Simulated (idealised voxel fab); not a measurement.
Title: Process Module voxel transistor to metal
FYI the section here is cut, 285 nm wide, cells are 5 nm squares.
Heads up, the way a cross-section reads in here is a grid of square cells, handed over as bands from the top down, with every band being one or more rows of cells. Each band's line starts with the height of the band's top and of its bottom, in nm. Then come its materials from left to right, each with its width in nm. One material with "full width" fills the band from edge to edge. "empty" is empty space. Where do heights start? At 0: under that level the wafer as delivered is made of one material only. And the lowest band has no floor; it just carries on downward, as in "from 0 down". Width: "30..40" (first number = top row, second number = bottom row, same change from row to row of cells). The cross-section has no changed cell in any step marked "changes: none". Empty spaces counting at least 8 cells and having no open way to the top are listed in "Enclosed internal voids". The notation width x height at distance is used for each, the distance being from the left edge and all three values in nm. Note: text after step settings on the step line = simulator remark on that step. "overlay nm" answers the question of how far to the right of plan the mask lay on a step that has a mask, and when it is negative the answer is to the left.
**The following list gives the planned process steps**
| 1 | RECEIVE (material Si) |
| 2 | OXIDIZE (depth nm 5) |
| 3 | CONFORMAL_DEP (material SiN; thk nm 10) |
| 4 | DIRECTIONAL_DEP (material aC; thk nm 15) |
| 5 | PATTERN (tone cover; mask id ACTIVE; material resist; width nm 105; pitch nm 130; thk nm 30; overlay nm 0) |
| 6 | DIRECTIONAL_ETCH (etch materials aC; depth nm 15) |
| 7 | STRIP (etch materials resist) |
| 8 | DIRECTIONAL_ETCH (etch materials SiN; depth nm 10) |
| 9 | DIRECTIONAL_ETCH (etch materials SiO2; depth nm 5) |
| 10 | DIRECTIONAL_ETCH (etch materials Si; depth nm 20) |
| 11 | STRIP (etch materials aC) |
| 12 | FILL_DEP (material SiO2; thk nm 5) |
| 13 | CMP (height nm 10) |
| 14 | SELECTIVE_ETCH (etch materials SiO2; depth nm 10) |
| 15 | STRIP (etch materials SiN) |
| 16 | SELECTIVE_ETCH (etch materials SiO2; depth nm 5) |
| 17 | OXIDIZE (depth nm 5) |
| 18 | DIRECTIONAL_DEP (material polySi; thk nm 20) |
| 19 | DIRECTIONAL_DEP (material SiCN; thk nm 10) |
| 20 | PATTERN (tone cover; mask id GATE; material resist; width nm 35; pitch nm 130; thk nm 15; overlay nm 0) |
| 21 | DIRECTIONAL_ETCH (etch materials SiCN; depth nm 20) |
| 22 | DIRECTIONAL_ETCH (etch materials polySi; depth nm 30) |
| 23 | STRIP (etch materials resist) |
| 24 | CONFORMAL_DEP (material SiN; thk nm 10) |
| 25 | DIRECTIONAL_ETCH (etch materials SiN; depth nm 10) |
| 26 | DIRECTIONAL_ETCH (etch materials SiO2; depth nm 5) |
| 27 | DIRECTIONAL_ETCH (etch materials Si; depth nm 10) |
| 28 | EPI (material pSi; thk nm 15) |
| 29 | FILL_DEP (material SiO2; thk nm 5) |
| 30 | CMP (height nm 15) |
| 31 | STRIP (etch materials polySi) |
| 32 | SELECTIVE_ETCH (etch materials SiO2; depth nm 5) |
| 33 | CONFORMAL_DEP (material HfO2; thk nm 5) |
| 34 | CONFORMAL_DEP (material TiN; thk nm 5) |
| 35 | FILL_DEP (material W; thk nm 10) |
| 36 | CMP (height nm 10) |
| 37 | DIRECTIONAL_DEP (material SiO2; thk nm 10) |
| 38 | MASKED_ETCH (tone open; mask id CONTACT; width nm 15; etch materials SiO2; depth nm 25; overlay nm 0) |
| 39 | CONFORMAL_DEP (material TiN; thk nm 5) |
| 40 | FILL_DEP (material W; thk nm 10) |
| 41 | CMP (height nm 20) |
| 42 | DIRECTIONAL_DEP (material TiN; thk nm 5) |
| 43 | DIRECTIONAL_DEP (material W; thk nm 25) |
| 44 | PATTERN (tone cover; mask id METAL_1; material resist; width nm 15; thk nm 15; overlay nm 0) |
| 45 | DIRECTIONAL_ETCH (etch materials W; depth nm 25) |
| 46 | DIRECTIONAL_ETCH (etch materials TiN; depth nm 5) |
| 47 | STRIP (etch materials resist) |
| 48 | CONFORMAL_DEP (material SiN; thk nm 5) |
| 49 | FILL_DEP (material lowk; thk nm 5) |
| 50 | CMP (height nm 50) |
| 51 | CONFORMAL_DEP (material SiCN; thk nm 5) |
| 52 | DIRECTIONAL_DEP (material lowk; thk nm 25) |
| 53 | DIRECTIONAL_DEP (material aC; thk nm 10) |
| 54 | PATTERN (tone open; mask id METAL_2; material resist; width nm 15; pitch nm 130; thk nm 25; overlay nm 0) |
| 55 | DIRECTIONAL_ETCH (etch materials aC; depth nm 10) |
| 56 | STRIP (etch materials resist) |
| 57 | DIRECTIONAL_ETCH (etch materials lowk; depth nm 15) |
| 58 | STRIP (etch materials aC) |
| 59 | DIRECTIONAL_DEP (material aC; thk nm 15) |
| 60 | PATTERN (tone open; mask id METAL_2_HOLES; material resist; width nm 15; pitch nm 130; thk nm 35; overlay nm 0) |
| 61 | DIRECTIONAL_ETCH (etch materials aC; depth nm 15) |
| 62 | STRIP (etch materials resist) |
| 63 | DIRECTIONAL_ETCH (etch materials lowk; depth nm 10) |
| 64 | DIRECTIONAL_ETCH (etch materials SiCN; depth nm 5) |
| 65 | STRIP (etch materials aC) |
| 66 | CONFORMAL_DEP (material TiN; thk nm 5) |
| 67 | FILL_DEP (material Cu; thk nm 10) |
| 68 | CMP (height nm 80) |
| 69 | CONFORMAL_DEP (material SiCN; thk nm 5) |
**So this is the incoming wafer in cross-section - it's already been through step 1**
  from 0 down = Si full width
  Enclosed internal voids: none
**Final wafer profile in cross-section after the module, from the same start and plan as above, with one mistake made during processing**
  from 85 to 80 = SiCN full width
  from 80 to 55 = lowk (30), TiN (5), Cu (5), TiN (5), lowk (115), TiN (5), Cu (5), TiN (5), lowk (110)
  from 55 to 50 = SiCN (30), TiN (15), SiCN (115), TiN (15), SiCN (110)
  from 50 to 25 = lowk (25), SiN (5), W (15), SiN (5), lowk (55), SiN (5), W (15), SiN (5), lowk (25), SiN (5), W (15), SiN (5), lowk (55), SiN (5), W (15), SiN (5), lowk (25)
  from 25 to 20 = SiN (30), TiN (15), SiN (65), TiN (15), SiN (35), TiN (15), SiN (65), TiN (15), SiN (30)
  from 20 to 10 = SiO2 (30), TiN (5), W (5), TiN (5), SiO2 (65), TiN (5), W (5), TiN (5), SiO2 (35), TiN (5), W (5), TiN (5), SiO2 (65), TiN (5), W (5), TiN (5), SiO2 (30)
  from 10 to 5 = SiO2 (30), TiN (15), SiO2 (5), SiN (10), TiN (5), W (25), TiN (5), SiN (10), SiO2 (5), TiN (15), SiO2 (35), TiN (15), SiO2 (5), SiN (10), TiN (5), W (25), TiN (5), SiN (10), SiO2 (5), TiN (15), SiO2 (30)
  from 5 to -5 = SiO2 (30), TiN (5), pSi (15), SiN (10), TiN (5), W (25), TiN (5), SiN (10), pSi (15), TiN (5), SiO2 (35), TiN (5), pSi (15), SiN (10), TiN (5), W (25), TiN (5), SiN (10), pSi (15), TiN (5), SiO2 (30)
  from -5 to -10 = SiO2 (20), pSi (30), SiO2 (5), TiN (45), SiO2 (5), pSi (30), SiO2 (15), pSi (30), SiO2 (5), TiN (45), SiO2 (5), pSi (30), SiO2 (20)
  from -10 to -20 = SiO2 (25), pSi (25), Si (55), pSi (25), SiO2 (25), pSi (25), Si (55), pSi (25), SiO2 (25)
  from -20 to -25 = SiO2 (25), Si (105), SiO2 (25), Si (105), SiO2 (25)
  from -25 down = Si full width
  Enclosed internal voids: none
Plan not followed: step 33 of the plan never got run, it was skipped over
